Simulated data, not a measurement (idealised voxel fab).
Proc. module: voxel capacitor over wiring
The width of the displayed cross-section, cut, is 190 nm; its cells are square, with a size of 5 nm.
Each cross-section below is a grid of square cells, stated as bands in top-down order, with one or more rows of cells making up each band.
Band: top and bottom heights (nm) first, top before bottom; then materials from left to right, widths in nm. "everywhere" marks a sole material filling the band edge to edge. "blank" denotes empty space.
Heights from 0 (as-received wafer is one material below). Bottom band endless downward, as "z 0 and below".
Width "30..40": first value at the band's top row of cells, second value at its bottom row, equal change from row to row.
"no alterations made" after a step means that no cell of the cross-section changed.
Reported under the label "Unvented cavities" are the empty spaces having no open way to the top and comprising 8 cells or more; the notation for each is width x height at distance, in which the distance is measured from the left edge and all three values are in nm.
What comes after the settings on a step's line is commentary from the simulator itself on that step.
Each step line may optionally specify "overlay nm", which for a step with a mask gives the rightward distance between the mask's planned place and where it lay, a negative value indicating the leftward direction.
Planned step list for the process
- 1: RECEIVE with material Si
- 2: CONFORMAL_DEP with material SiO2, thk nm 10
- 3: CONFORMAL_DEP with material SiCN, thk nm 5
- 4: DIRECTIONAL_DEP with material SiO2, thk nm 20
- 5: MASKED_ETCH with tone open, mask id METAL_1, width nm 25, pitch nm 75, etch materials SiO2, depth nm 20, overlay nm 0
- 6: MASKED_ETCH with tone open, mask id METAL_1, width nm 25, pitch nm 75, etch materials SiCN, depth nm 5, overlay nm 0
- 7: CONFORMAL_DEP with material TiN, thk nm 5
- 8: FILL_DEP with material Ru, thk nm 10
- 9: CMP with height nm 35
- 10: CONFORMAL_DEP with material SiCN, thk nm 5
- 11: DIRECTIONAL_DEP with material SiO2, thk nm 20
- 12: PATTERN with tone open, mask id PLUG_1, material resist, width nm 15, thk nm 15, overlay nm 0
- 13: DIRECTIONAL_ETCH with etch materials SiO2, depth nm 20
- 14: DIRECTIONAL_ETCH with etch materials SiCN, depth nm 5
- 15: STRIP with etch materials resist
- 16: EPI with material Ru, thk nm 10
- 17: EPI with material Ru, thk nm 10
- 18: EPI with material Ru, thk nm 5
- 19: DIRECTIONAL_DEP with material TiN, thk nm 5
- 20: DIRECTIONAL_DEP with material SiN, thk nm 5
- 21: DIRECTIONAL_DEP with material TiN, thk nm 10
- 22: DIRECTIONAL_DEP with material aC, thk nm 10
- 23: PATTERN with tone cover, mask id UPPER_PLATE, material resist, width nm 55, thk nm 30, overlay nm 0
- 24: DIRECTIONAL_ETCH with etch materials aC, depth nm 10
- 25: STRIP with etch materials resist
- 26: DIRECTIONAL_ETCH with etch materials TiN, depth nm 10
- 27: DIRECTIONAL_ETCH with etch materials SiN, depth nm 5
- 28: STRIP with etch materials aC
- 29: DIRECTIONAL_DEP with material aC, thk nm 10
- 30: PATTERN with tone cover, mask id LOWER_PLATE, material resist, width nm 65, thk nm 30, overlay nm 0
- 31: DIRECTIONAL_ETCH with etch materials aC, depth nm 10
- 32: STRIP with etch materials resist
- 33: DIRECTIONAL_ETCH with etch materials TiN, depth nm 5
- 34: STRIP with etch materials aC
- 35: FILL_DEP with material SiO2, thk nm 20
- 36: CMP with height nm 95
- 37: MASKED_ETCH with tone open, mask id PLUG_2, width nm 15, etch materials SiO2, depth nm 15, overlay nm 0
- 38: CONFORMAL_DEP with material TiN, thk nm 5
- 39: FILL_DEP with material Ru, thk nm 5
- 40: CMP with height nm 95
- 41: CONFORMAL_DEP with material SiN, thk nm 5
Wafer, first of two, run as planned
Cross-section of the wafer at receipt, which is the condition after step 1
  z 0 and below | Si everywhere
  Unvented cavities: none
Wafer section view after processing step 2
  z 10 to 0 | SiO2 everywhere
  Anything lower than 0 is untouched.
Wafer section view after processing step 3
  z 15 to 10 | SiCN everywhere
  Anything lower than 10 is untouched.
Wafer section view after processing step 4
  z 35 to 15 | SiO2 everywhere
  Anything lower than 15 is untouched.
Wafer section view after processing step 5
  z 35 to 15 | 45 SiO2; 25 blank; 50 SiO2; 25 blank; 45 SiO2
  Anything lower than 15 is untouched.
Wafer section view after processing step 6
  z 35 to 15 | 45 SiO2; 25 blank; 50 SiO2; 25 blank; 45 SiO2
  z 15 to 10 | 45 SiCN; 25 blank; 50 SiCN; 25 blank; 45 SiCN
  Anything lower than 10 is untouched.
Wafer section view after processing step 7
  z 40 to 35 | 50 TiN; 15 blank; 60 TiN; 15 blank; 50 TiN
  z 35 to 15 | 45 SiO2; 5 TiN; 15 blank; 5 TiN; 50 SiO2; 5 TiN; 15 blank; 5 TiN; 45 SiO2
  z 15 to 10 | 45 SiCN; 25 TiN; 50 SiCN; 25 TiN; 45 SiCN
  Anything lower than 10 is untouched.
Wafer section view after processing step 8
  z 50 to 40 | Ru everywhere
  z 40 to 35 | 50 TiN; 15 Ru; 60 TiN; 15 Ru; 50 TiN
  z 35 to 15 | 45 SiO2; 5 TiN; 15 Ru; 5 TiN; 50 SiO2; 5 TiN; 15 Ru; 5 TiN; 45 SiO2
  Anything lower than 15 is untouched.
Wafer section view after processing step 9
  z 35 to 15 | 45 SiO2; 5 TiN; 15 Ru; 5 TiN; 50 SiO2; 5 TiN; 15 Ru; 5 TiN; 45 SiO2
  Anything lower than 15 is untouched.
Wafer section view after processing step 10
  z 40 to 35 | SiCN everywhere
  Anything lower than 35 is untouched.
Wafer section view after processing step 11
  z 60 to 40 | SiO2 everywhere
  Anything lower than 40 is untouched.
Wafer section view after processing step 12
  z 75 to 60 | 55 resist; 15 blank; 120 resist
  Anything lower than 60 is untouched.
Wafer section view after processing step 13
  z 75 to 60 | 55 resist; 15 blank; 120 resist
  z 60 to 40 | 55 SiO2; 15 blank; 120 SiO2
  Anything lower than 40 is untouched.
Wafer section view after processing step 14
  z 75 to 60 | 55 resist; 15 blank; 120 resist
  z 60 to 40 | 55 SiO2; 15 blank; 120 SiO2
  z 40 to 35 | 55 SiCN; 15 blank; 120 SiCN
  Anything lower than 35 is untouched.
Wafer section view after processing step 15
  z 60 to 40 | 55 SiO2; 15 blank; 120 SiO2
  Anything lower than 40 is untouched.
Wafer section view after processing step 16
  z 60 to 45 | 55 SiO2; 15 blank; 120 SiO2
  z 45 to 40 | 55 SiO2; 15 Ru; 120 SiO2
  z 40 to 35 | 55 SiCN; 15 Ru; 120 SiCN
  Anything lower than 35 is untouched.
Wafer section view after processing step 17
  z 60 to 55 | 55 SiO2; 15 blank; 120 SiO2
  z 55 to 40 | 55 SiO2; 15 Ru; 120 SiO2
  Anything lower than 40 is untouched.
Wafer section view after processing step 18
  z 60 to 40 | 55 SiO2; 15 Ru; 120 SiO2
  Anything lower than 40 is untouched.
Wafer section view after processing step 19
  z 65 to 60 | TiN everywhere
  Anything lower than 60 is untouched.
Wafer section view after processing step 20
  z 70 to 65 | SiN everywhere
  Anything lower than 65 is untouched.
Wafer section view after processing step 21
  z 80 to 70 | TiN everywhere
  Anything lower than 70 is untouched.
Wafer section view after processing step 22
  z 90 to 80 | aC everywhere
  Anything lower than 80 is untouched.
Wafer section view after processing step 23
  z 120 to 90 | 55 blank; 55 resist; 80 blank
  Anything lower than 90 is untouched.
Wafer section view after processing step 24
  z 110 to 90 | 55 blank; 55 resist; 80 blank
  z 90 to 80 | 55 blank; 55 aC; 80 blank
  Anything lower than 80 is untouched.
Wafer section view after processing step 25
  z 90 to 80 | 55 blank; 55 aC; 80 blank
  Anything lower than 80 is untouched.
Wafer section view after processing step 26
  z 90 to 80 | 55 blank; 55 aC; 80 blank
  z 80 to 70 | 55 blank; 55 TiN; 80 blank
  Anything lower than 70 is untouched.
Wafer section view after processing step 27
  z 90 to 80 | 55 blank; 55 aC; 80 blank
  z 80 to 70 | 55 blank; 55 TiN; 80 blank
  z 70 to 65 | 55 blank; 55 SiN; 80 blank
  Anything lower than 65 is untouched.
Wafer section view after processing step 28
  z 80 to 70 | 55 blank; 55 TiN; 80 blank
  Anything lower than 70 is untouched.
Wafer section view after processing step 29
  z 90 to 80 | 55 blank; 55 aC; 80 blank
  z 80 to 75 | 55 blank; 55 TiN; 80 blank
  z 75 to 70 | 55 aC; 55 TiN; 80 aC
  z 70 to 65 | 55 aC; 55 SiN; 80 aC
  Anything lower than 65 is untouched.
Wafer section view after processing step 30
  z 120 to 90 | 50 blank; 65 resist; 75 blank
  z 90 to 80 | 50 blank; 5 resist; 55 aC; 5 resist; 75 blank
  z 80 to 75 | 50 blank; 5 resist; 55 TiN; 5 resist; 75 blank
  Anything lower than 75 is untouched.
Wafer section view after processing step 31
  z 110 to 90 | 50 blank; 65 resist; 75 blank
  z 90 to 80 | 50 blank; 5 resist; 55 aC; 5 resist; 75 blank
  z 80 to 75 | 50 blank; 5 resist; 55 TiN; 5 resist; 75 blank
  z 75 to 70 | 50 blank; 5 aC; 55 TiN; 5 aC; 75 blank
  z 70 to 65 | 50 blank; 5 aC; 55 SiN; 5 aC; 75 blank
  Anything lower than 65 is untouched.
Wafer section view after processing step 32
  z 90 to 80 | 55 blank; 55 aC; 80 blank
  z 80 to 75 | 55 blank; 55 TiN; 80 blank
  Anything lower than 75 is untouched.
Wafer section view after processing step 33
  z 90 to 80 | 55 blank; 55 aC; 80 blank
  z 80 to 75 | 55 blank; 55 TiN; 80 blank
  z 75 to 70 | 50 blank; 5 aC; 55 TiN; 5 aC; 75 blank
  z 70 to 65 | 50 blank; 5 aC; 55 SiN; 5 aC; 75 blank
  z 65 to 60 | 50 blank; 65 TiN; 75 blank
  Anything lower than 60 is untouched.
Wafer section view after processing step 34
  z 80 to 70 | 55 blank; 55 TiN; 80 blank
  z 70 to 65 | 55 blank; 55 SiN; 80 blank
  Anything lower than 65 is untouched.
Wafer section view after processing step 35
  z 100 to 80 | SiO2 everywhere
  z 80 to 70 | 55 SiO2; 55 TiN; 80 SiO2
  z 70 to 65 | 55 SiO2; 55 SiN; 80 SiO2
  z 65 to 60 | 50 SiO2; 65 TiN; 75 SiO2
  Anything lower than 60 is untouched.
Wafer section view after processing step 36
  z 95 to 80 | SiO2 everywhere
  Anything lower than 80 is untouched.
Wafer section view after processing step 37
  z 95 to 80 | 65 SiO2; 15 blank; 110 SiO2
  Anything lower than 80 is untouched.
Wafer section view after processing step 38
  z 100 to 95 | 70 TiN; 5 blank; 115 TiN
  z 95 to 85 | 65 SiO2; 5 TiN; 5 blank; 5 TiN; 110 SiO2
  z 85 to 80 | 65 SiO2; 15 TiN; 110 SiO2
  Anything lower than 80 is untouched.
Wafer section view after processing step 39
  z 105 to 100 | Ru everywhere
  z 100 to 95 | 70 TiN; 5 Ru; 115 TiN
  z 95 to 85 | 65 SiO2; 5 TiN; 5 Ru; 5 TiN; 110 SiO2
  Anything lower than 85 is untouched.
Wafer section view after processing step 40
  z 95 to 85 | 65 SiO2; 5 TiN; 5 Ru; 5 TiN; 110 SiO2
  Anything lower than 85 is untouched.
Wafer section view after processing step 41
  z 100 to 95 | SiN everywhere
  Anything lower than 95 is untouched.
Now the other wafer: same start, same recipe, but we messed up one thing when running it. Up to and including step 4 it's the same as the first one
Second wafer, cross-section, planned end of step 5
  z 35 to 15 | 55 SiO2; 25 blank; 50 SiO2; 25 blank; 35 SiO2
  Anything lower than 15 is untouched.
Second wafer, cross-section, planned end of step 6
  z 35 to 15 | 55 SiO2; 25 blank; 50 SiO2; 25 blank; 35 SiO2
  z 15 to 10 | 55 SiCN; 15 blank; 60 SiCN; 15 blank; 45 SiCN
  Anything lower than 10 is untouched.
Second wafer, cross-section, planned end of step 7
  z 40 to 35 | 60 TiN; 15 blank; 60 TiN; 15 blank; 40 TiN
  z 35 to 20 | 55 SiO2; 5 TiN; 15 blank; 5 TiN; 50 SiO2; 5 TiN; 15 blank; 5 TiN; 35 SiO2
  z 20 to 15 | 55 SiO2; 5 TiN; 5 blank; 15 TiN; 50 SiO2; 5 TiN; 5 blank; 15 TiN; 35 SiO2
  z 15 to 10 | 55 SiCN; 15 TiN; 60 SiCN; 15 TiN; 45 SiCN
  Anything lower than 10 is untouched.
Second wafer, cross-section, planned end of step 8
  z 50 to 40 | Ru everywhere
  z 40 to 35 | 60 TiN; 15 Ru; 60 TiN; 15 Ru; 40 TiN
  z 35 to 20 | 55 SiO2; 5 TiN; 15 Ru; 5 TiN; 50 SiO2; 5 TiN; 15 Ru; 5 TiN; 35 SiO2
  z 20 to 15 | 55 SiO2; 5 TiN; 5 Ru; 15 TiN; 50 SiO2; 5 TiN; 5 Ru; 15 TiN; 35 SiO2
  Anything lower than 15 is untouched.
Second wafer, cross-section, planned end of step 9
  z 35 to 20 | 55 SiO2; 5 TiN; 15 Ru; 5 TiN; 50 SiO2; 5 TiN; 15 Ru; 5 TiN; 35 SiO2
  Anything lower than 20 is untouched.
Second wafer, cross-section, planned end of step 10
  z 40 to 35 | SiCN everywhere
  Anything lower than 35 is untouched.
Second wafer, cross-section, planned end of step 11
  z 60 to 40 | SiO2 everywhere
  Anything lower than 40 is untouched.
Second wafer, cross-section, planned end of step 12
  z 75 to 60 | 55 resist; 15 blank; 120 resist
  Anything lower than 60 is untouched.
Second wafer, cross-section, planned end of step 13
  z 75 to 60 | 55 resist; 15 blank; 120 resist
  z 60 to 40 | 55 SiO2; 15 blank; 120 SiO2
  Anything lower than 40 is untouched.
Second wafer, cross-section, planned end of step 14
  z 75 to 60 | 55 resist; 15 blank; 120 resist
  z 60 to 40 | 55 SiO2; 15 blank; 120 SiO2
  z 40 to 35 | 55 SiCN; 15 blank; 120 SiCN
  Anything lower than 35 is untouched.
Second wafer, cross-section, planned end of step 15
  z 60 to 40 | 55 SiO2; 15 blank; 120 SiO2
  Anything lower than 40 is untouched.
Second wafer, cross-section, planned end of step 16
  z 60 to 45 | 55 SiO2; 15 blank; 120 SiO2
  z 45 to 40 | 55 SiO2; 15 Ru; 120 SiO2
  z 40 to 35 | 55 SiCN; 15 Ru; 120 SiCN
  Anything lower than 35 is untouched.
Second wafer, cross-section, planned end of step 17
  z 60 to 55 | 55 SiO2; 15 blank; 120 SiO2
  z 55 to 40 | 55 SiO2; 15 Ru; 120 SiO2
  Anything lower than 40 is untouched.
Second wafer, cross-section, planned end of step 18
  z 60 to 40 | 55 SiO2; 15 Ru; 120 SiO2
  Anything lower than 40 is untouched.
Second wafer, cross-section, planned end of step 19
  z 65 to 60 | TiN everywhere
  Anything lower than 60 is untouched.
Second wafer, cross-section, planned end of step 20
  z 70 to 65 | SiN everywhere
  Anything lower than 65 is untouched.
Second wafer, cross-section, planned end of step 21
  z 80 to 70 | TiN everywhere
  Anything lower than 70 is untouched.
Second wafer, cross-section, planned end of step 22
  z 90 to 80 | aC everywhere
  Anything lower than 80 is untouched.
Second wafer, cross-section, planned end of step 23
  z 120 to 90 | 55 blank; 55 resist; 80 blank
  Anything lower than 90 is untouched.
Second wafer, cross-section, planned end of step 24
  z 110 to 90 | 55 blank; 55 resist; 80 blank
  z 90 to 80 | 55 blank; 55 aC; 80 blank
  Anything lower than 80 is untouched.
Second wafer, cross-section, planned end of step 25
  z 90 to 80 | 55 blank; 55 aC; 80 blank
  Anything lower than 80 is untouched.
Second wafer, cross-section, planned end of step 26
  z 90 to 80 | 55 blank; 55 aC; 80 blank
  z 80 to 70 | 55 blank; 55 TiN; 80 blank
  Anything lower than 70 is untouched.
Second wafer, cross-section, planned end of step 27
  z 90 to 80 | 55 blank; 55 aC; 80 blank
  z 80 to 70 | 55 blank; 55 TiN; 80 blank
  z 70 to 65 | 55 blank; 55 SiN; 80 blank
  Anything lower than 65 is untouched.
Second wafer, cross-section, planned end of step 28
  z 80 to 70 | 55 blank; 55 TiN; 80 blank
  Anything lower than 70 is untouched.
Second wafer, cross-section, planned end of step 29
  z 90 to 80 | 55 blank; 55 aC; 80 blank
  z 80 to 75 | 55 blank; 55 TiN; 80 blank
  z 75 to 70 | 55 aC; 55 TiN; 80 aC
  z 70 to 65 | 55 aC; 55 SiN; 80 aC
  Anything lower than 65 is untouched.
Second wafer, cross-section, planned end of step 30
  z 120 to 90 | 50 blank; 65 resist; 75 blank
  z 90 to 80 | 50 blank; 5 resist; 55 aC; 5 resist; 75 blank
  z 80 to 75 | 50 blank; 5 resist; 55 TiN; 5 resist; 75 blank
  Anything lower than 75 is untouched.
Second wafer, cross-section, planned end of step 31
  z 110 to 90 | 50 blank; 65 resist; 75 blank
  z 90 to 80 | 50 blank; 5 resist; 55 aC; 5 resist; 75 blank
  z 80 to 75 | 50 blank; 5 resist; 55 TiN; 5 resist; 75 blank
  z 75 to 70 | 50 blank; 5 aC; 55 TiN; 5 aC; 75 blank
  z 70 to 65 | 50 blank; 5 aC; 55 SiN; 5 aC; 75 blank
  Anything lower than 65 is untouched.
Second wafer, cross-section, planned end of step 32
  z 90 to 80 | 55 blank; 55 aC; 80 blank
  z 80 to 75 | 55 blank; 55 TiN; 80 blank
  Anything lower than 75 is untouched.
Second wafer, cross-section, planned end of step 33
  z 90 to 80 | 55 blank; 55 aC; 80 blank
  z 80 to 75 | 55 blank; 55 TiN; 80 blank
  z 75 to 70 | 50 blank; 5 aC; 55 TiN; 5 aC; 75 blank
  z 70 to 65 | 50 blank; 5 aC; 55 SiN; 5 aC; 75 blank
  z 65 to 60 | 50 blank; 65 TiN; 75 blank
  Anything lower than 60 is untouched.
Second wafer, cross-section, planned end of step 34
  z 80 to 70 | 55 blank; 55 TiN; 80 blank
  z 70 to 65 | 55 blank; 55 SiN; 80 blank
  Anything lower than 65 is untouched.
Second wafer, cross-section, planned end of step 35
  z 100 to 80 | SiO2 everywhere
  z 80 to 70 | 55 SiO2; 55 TiN; 80 SiO2
  z 70 to 65 | 55 SiO2; 55 SiN; 80 SiO2
  z 65 to 60 | 50 SiO2; 65 TiN; 75 SiO2
  Anything lower than 60 is untouched.
Second wafer, cross-section, planned end of step 36
  z 95 to 80 | SiO2 everywhere
  Anything lower than 80 is untouched.
Second wafer, cross-section, planned end of step 37
  z 95 to 80 | 65 SiO2; 15 blank; 110 SiO2
  Anything lower than 80 is untouched.
Second wafer, cross-section, planned end of step 38
  z 100 to 95 | 70 TiN; 5 blank; 115 TiN
  z 95 to 85 | 65 SiO2; 5 TiN; 5 blank; 5 TiN; 110 SiO2
  z 85 to 80 | 65 SiO2; 15 TiN; 110 SiO2
  Anything lower than 80 is untouched.
Second wafer, cross-section, planned end of step 39
  z 105 to 100 | Ru everywhere
  z 100 to 95 | 70 TiN; 5 Ru; 115 TiN
  z 95 to 85 | 65 SiO2; 5 TiN; 5 Ru; 5 TiN; 110 SiO2
  Anything lower than 85 is untouched.
Second wafer, cross-section, planned end of step 40
  z 95 to 85 | 65 SiO2; 5 TiN; 5 Ru; 5 TiN; 110 SiO2
  Anything lower than 85 is untouched.
Second wafer, cross-section, planned end of step 41
  z 100 to 95 | SiN everywhere
  Anything lower than 95 is untouched.
Diagnosis: step 5 changed vs plan, executed as MASKED_ETCH with tone open, mask id METAL_1, width nm 25, pitch nm 75, etch materials SiO2, depth nm 20, overlay nm 10
Counted in cells at the end, the second wafer holds more or fewer of these materials than the first: -4 Ru | +4 SiCN
